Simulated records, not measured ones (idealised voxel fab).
The document below concerns the process module designated voxel gate over fins.
Section cut is 280 nm wide and gridded with 5 nm square cells.
Bands, listed from the top down, are how a cross-section gets written in this document; the cross-section itself is a grid of square cells, and a band is one or more rows of them. Per band: top height and bottom height in nm, followed by the left-to-right materials and their widths in nm; "edge to edge" marks a single material spanning edge to edge, "blank" marks empty space. All heights in this document are referenced to 0, defined as the level beneath which the wafer, as received, consists entirely of one material. The lowest band is not bounded below; it extends indefinitely downward and is written in the form "z 0 and below". Graded width ("30..40"): value in top row of band = first number; value in bottom row = second number; row-to-row change constant. Step marked "everything unchanged"? Then no cell in the cross-section changed in it. "Sealed-off cavities" enumerates empty spaces isolated from the top, with no open way to it, that contain at least 8 cells, giving each as width x height at distance from the left edge, all three in nm. Whatever follows a step's settings on its line is a remark the simulator itself makes about that step. When a step includes a mask, the "overlay nm" setting on its line states how far to the right of its planned place that mask lay, and negative values state how far to the left.
Below is the list of planned process steps:
1,RECEIVE, material Si
2,CONFORMAL_DEP, material SiN, thk nm 10
3,MASKED_ETCH, tone cover, mask id FINS, width nm 15, pitch nm 55, etch materials SiN, depth nm 10, overlay nm 0
4,MASKED_ETCH, tone cover, mask id FINS, width nm 15, pitch nm 55, etch materials Si, depth nm 40, overlay nm 0
5,FILL_DEP, material SiO2, thk nm 15
6,CMP, height nm 10
7,DIRECTIONAL_DEP, material aC, thk nm 10
8,PATTERN, tone open, mask id RAIL, material resist, width nm 15, thk nm 25, overlay nm 0
9,DIRECTIONAL_ETCH, etch materials aC, depth nm 10
10,STRIP, etch materials resist
11,DIRECTIONAL_ETCH, etch materials SiO2, depth nm 45
12,STRIP, etch materials aC
13,CONFORMAL_DEP, material TiN, thk nm 5
14,FILL_DEP, material Ru, thk nm 5
15,CMP, height nm 10
16,SELECTIVE_ETCH, etch materials W Ru TiN, depth nm 30
17,FILL_DEP, material SiO2, thk nm 5
18,CMP, height nm 10
19,SELECTIVE_ETCH, etch materials SiO2, depth nm 25
20,STRIP, etch materials SiN
21,CONFORMAL_DEP, material HfO2, thk nm 5
22,CONFORMAL_DEP, material TiN, thk nm 5
23,CONFORMAL_DEP, material TiAl, thk nm 5
24,CONFORMAL_DEP, material TiN, thk nm 5
25,FILL_DEP, material W, thk nm 15
26,CMP, height nm 30
27,CONFORMAL_DEP, material SiN, thk nm 10
As-received state of the wafer in cross-section, equivalent to post-step 1:
    z 0 and below  Si edge to edge
    Sealed-off cavities: none
What the wafer looks like in cross-section after this module, when it starts as shown above and follows the plan above but one mistake is made in running it:
    z 40 to 30  SiN edge to edge
    z 30 to 20  W edge to edge
    z 20 to 15  30 of W, then 220 of TiN, then 30 of W
    z 15 to 10  30 of W, then 5 of TiN, then 45 of TiAl, then 10 of TiN, then 45 of TiAl, then 10 of TiN, then 45 of TiAl, then 10 of TiN, then 45 of TiAl, then 5 of TiN, then 30 of W
    z 10 to 5  30 of W, then 5 of TiN, then 5 of TiAl, then 35 of TiN, then 5 of TiAl, then 10 of TiN, then 5 of TiAl, then 35 of TiN, then 5 of TiAl, then 10 of TiN, then 5 of TiAl, then 35 of TiN, then 5 of TiAl, then 10 of TiN, then 5 of TiAl, then 35 of TiN, then 5 of TiAl, then 5 of TiN, then 30 of W
    z 5 to 0  35 of TiN, then 5 of TiAl, then 5 of TiN, then 25 of HfO2, then 5 of TiN, then 5 of TiAl, then 10 of TiN, then 5 of TiAl, then 5 of TiN, then 25 of HfO2, then 5 of TiN, then 5 of TiAl, then 10 of TiN, then 5 of TiAl, then 5 of TiN, then 25 of HfO2, then 5 of TiN, then 5 of TiAl, then 10 of TiN, then 5 of TiAl, then 5 of TiN, then 25 of HfO2, then 5 of TiN, then 5 of TiAl, then 35 of TiN
    z 0 to -5  40 of TiAl, then 5 of TiN, then 5 of HfO2, then 15 of Si, then 5 of HfO2, then 5 of TiN, then 20 of TiAl, then 5 of TiN, then 5 of HfO2, then 15 of Si, then 5 of HfO2, then 5 of TiN, then 20 of TiAl, then 5 of TiN, then 5 of HfO2, then 15 of Si, then 5 of HfO2, then 5 of TiN, then 20 of TiAl, then 5 of TiN, then 5 of HfO2, then 15 of Si, then 5 of HfO2, then 5 of TiN, then 40 of TiAl
    z -5 to -10  45 of TiN, then 5 of HfO2, then 15 of Si, then 5 of HfO2, then 30 of TiN, then 5 of HfO2, then 15 of Si, then 5 of HfO2, then 30 of TiN, then 5 of HfO2, then 15 of Si, then 5 of HfO2, then 30 of TiN, then 5 of HfO2, then 15 of Si, then 5 of HfO2, then 45 of TiN
    z -10 to -15  50 of HfO2, then 15 of Si, then 40 of HfO2, then 15 of Si, then 40 of HfO2, then 15 of Si, then 40 of HfO2, then 15 of Si, then 50 of HfO2
    z -15 to -20  50 of SiO2, then 15 of Si, then 40 of SiO2, then 15 of Si, then 40 of SiO2, then 15 of Si, then 40 of SiO2, then 15 of Si, then 50 of SiO2
    z -20 to -30  50 of SiO2, then 15 of Si, then 10 of SiO2, then 5 of TiN, then 10 of Ru, then 5 of TiN, then 10 of SiO2, then 15 of Si, then 40 of SiO2, then 15 of Si, then 40 of SiO2, then 15 of Si, then 50 of SiO2
    z -30 to -35  50 of SiO2, then 15 of Si, then 10 of SiO2, then 20 of TiN, then 10 of SiO2, then 15 of Si, then 40 of SiO2, then 15 of Si, then 40 of SiO2, then 15 of Si, then 50 of SiO2
    z -35 to -40  50 of SiO2, then 15 of Si, then 40 of SiO2, then 15 of Si, then 40 of SiO2, then 15 of Si, then 40 of SiO2, then 15 of Si, then 50 of SiO2
    z -40 and below  Si edge to edge
    Sealed-off cavities: none
The plan and the run diverged here: so step 8 ended up running with a different setting than we planned, it ran as PATTERN, tone open, mask id RAIL, material resist, width nm 20, thk nm 25, overlay nm 0
